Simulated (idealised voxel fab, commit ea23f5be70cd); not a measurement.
voxel wiring stack: a process module
For reference, the cross-section in this document is cut, with width 255 nm and square cells of 5 nm.
Cross-section format: a grid of square cells, given as bands from top to bottom; each band is one or more rows of cells. Quick guide to a band line: top height, bottom height (nm) up front; then every material left to right with its width in nm. Only one material and it's marked "edge to edge"? Then it fills the band edge to edge. And "blank" just means empty space. Heights from 0 (as-received wafer is one material below). Bottom band endless downward, as "0 nm and below". So if you see something like "30 to 40" for the width, read it as the top row of the band sitting at the first number and the bottom row at the second, with every row in between moving by the same amount as the last. What does "remains unaltered" mean for a step? It means no cell of the cross-section changed in that step. Enclosed voids (no open way to top), threshold 8 cells or more, entry "Fully sealed voids", notation width x height at distance, distance from left edge, nm. What comes after the settings on a step's line is commentary from the simulator itself on that step. The "overlay nm" setting may appear on a step's line; for a step that uses a mask, it gives how far to the right of its planned position the mask lay, and a negative value indicates the left.
# The planned process steps are enumerated hereunder
- 1: RECEIVE, material Si
- 2: CONFORMAL_DEP, material SiO2, thk nm 10
- 3: CONFORMAL_DEP, material SiCN, thk nm 5
- 4: DIRECTIONAL_DEP, material SiO2, thk nm 20
- 5: DIRECTIONAL_DEP, material aC, thk nm 10
- 6: PATTERN, tone open, mask id METAL_1, material resist, width nm 30, pitch nm 55, thk nm 30, overlay nm 0
- 7: DIRECTIONAL_ETCH, etch materials aC, depth nm 10
- 8: STRIP, etch materials resist
- 9: DIRECTIONAL_ETCH, etch materials SiO2, depth nm 20
- 10: DIRECTIONAL_ETCH, etch materials SiCN, depth nm 5
- 11: STRIP, etch materials aC
- 12: CONFORMAL_DEP, material TiN, thk nm 5
- 13: FILL_DEP, material Ru, thk nm 10
- 14: CMP, height nm 35
- 15: CONFORMAL_DEP, material SiCN, thk nm 5
- 16: DIRECTIONAL_DEP, material lowk, thk nm 20
- 17: DIRECTIONAL_DEP, material aC, thk nm 15
- 18: PATTERN, tone open, mask id PLUG_1, material resist, width nm 15, thk nm 35, overlay nm 0
- 19: DIRECTIONAL_ETCH, etch materials aC, depth nm 15
- 20: STRIP, etch materials resist
- 21: DIRECTIONAL_ETCH, etch materials lowk, depth nm 20
- 22: DIRECTIONAL_ETCH, etch materials SiCN, depth nm 5
- 23: STRIP, etch materials aC
- 24: CONFORMAL_DEP, material TiN, thk nm 5
- 25: FILL_DEP, material Cu, thk nm 10
- 26: CMP, height nm 60
- 27: CONFORMAL_DEP, material SiN, thk nm 5
- 28: DIRECTIONAL_DEP, material SiO2, thk nm 25
- 29: MASKED_ETCH, tone open, mask id METAL_2, width nm 30, pitch nm 55, etch materials SiO2, depth nm 25, overlay nm 0
- 30: MASKED_ETCH, tone open, mask id METAL_2, width nm 20, pitch nm 55, etch materials SiN, depth nm 5, overlay nm 0
- 31: CONFORMAL_DEP, material TiN, thk nm 5
- 32: FILL_DEP, material Ru, thk nm 5
- 33: CMP, height nm 90
- 34: CONFORMAL_DEP, material SiN, thk nm 5
Across this set of wafers, the varied parameter is the width nm of step 30. Starting conditions are identical for every wafer, and the plan reports the value assigned to the first wafer.
# Cross-section of the first incoming wafer of several, state after step 1
	0 nm and below  Si edge to edge
	Fully sealed voids: none
# Shown in cross-section: the first of several wafers at the end of the module, after its last step, step 34
	95 nm to 90 nm  SiN edge to edge
	90 nm to 70 nm  85 of SiO2 | 5 of TiN | 20 of Ru | 5 of TiN | 25 of SiO2 | 5 of TiN | 20 of Ru | 5 of TiN | 85 of SiO2
	70 nm to 65 nm  85 of SiO2 | 10 of TiN | 10 of Ru | 10 of TiN | 25 of SiO2 | 10 of TiN | 10 of Ru | 10 of TiN | 85 of SiO2
	65 nm to 60 nm  90 of SiN | 20 of TiN | 35 of SiN | 20 of TiN | 90 of SiN
	60 nm to 40 nm  85 of lowk | 5 of TiN | 5 of Cu | 5 of TiN | 155 of lowk
	40 nm to 35 nm  85 of SiCN | 15 of TiN | 155 of SiCN
	35 nm to 15 nm  85 of SiO2 | 5 of TiN | 20 of Ru | 5 of TiN | 25 of SiO2 | 5 of TiN | 20 of Ru | 5 of TiN | 85 of SiO2
	15 nm to 10 nm  85 of SiCN | 30 of TiN | 25 of SiCN | 30 of TiN | 85 of SiCN
	10 nm to 0 nm  SiO2 edge to edge
	0 nm and below  Si edge to edge
	Fully sealed voids: none
# Cross-sectional view, end of module, last wafer of several
	95 nm to 90 nm  SiN edge to edge
	90 nm to 65 nm  85 of SiO2 | 5 of TiN | 20 of Ru | 5 of TiN | 25 of SiO2 | 5 of TiN | 20 of Ru | 5 of TiN | 85 of SiO2
	65 nm to 60 nm  85 of SiN | 30 of TiN | 25 of SiN | 30 of TiN | 85 of SiN
	60 nm to 40 nm  85 of lowk | 5 of TiN | 5 of Cu | 5 of TiN | 155 of lowk
	40 nm to 35 nm  85 of SiCN | 15 of TiN | 155 of SiCN
	35 nm to 15 nm  85 of SiO2 | 5 of TiN | 20 of Ru | 5 of TiN | 25 of SiO2 | 5 of TiN | 20 of Ru | 5 of TiN | 85 of SiO2
	15 nm to 10 nm  85 of SiCN | 30 of TiN | 25 of SiCN | 30 of TiN | 85 of SiCN
	10 nm to 0 nm  SiO2 edge to edge
	0 nm and below  Si edge to edge
	Fully sealed voids: none
# What follows is a table in which each wafer occupies a row; for the wafer as it stands at the close of the module, the row states, material by material, how many cells have been gained (+) or lost (-) since receipt, and then gives its closed voids
width nm 20; +4 Cu; +68 Ru; +87 SiCN; +94 SiN; +453 SiO2; +71 TiN; +192 lowk; Fully sealed voids: none
width nm 25; +4 Cu; +70 Ru; +87 SiCN; +92 SiN; +453 SiO2; +71 TiN; +192 lowk; Fully sealed voids: none
width nm 30; +4 Cu; +72 Ru; +87 SiCN; +90 SiN; +453 SiO2; +71 TiN; +192 lowk; Fully sealed voids: none
width nm 35; +4 Cu; +72 Ru; +87 SiCN; +90 SiN; +453 SiO2; +71 TiN; +192 lowk; Fully sealed voids: none
width nm 40; +4 Cu; +72 Ru; +87 SiCN; +90 SiN; +453 SiO2; +71 TiN; +192 lowk; Fully sealed voids: none
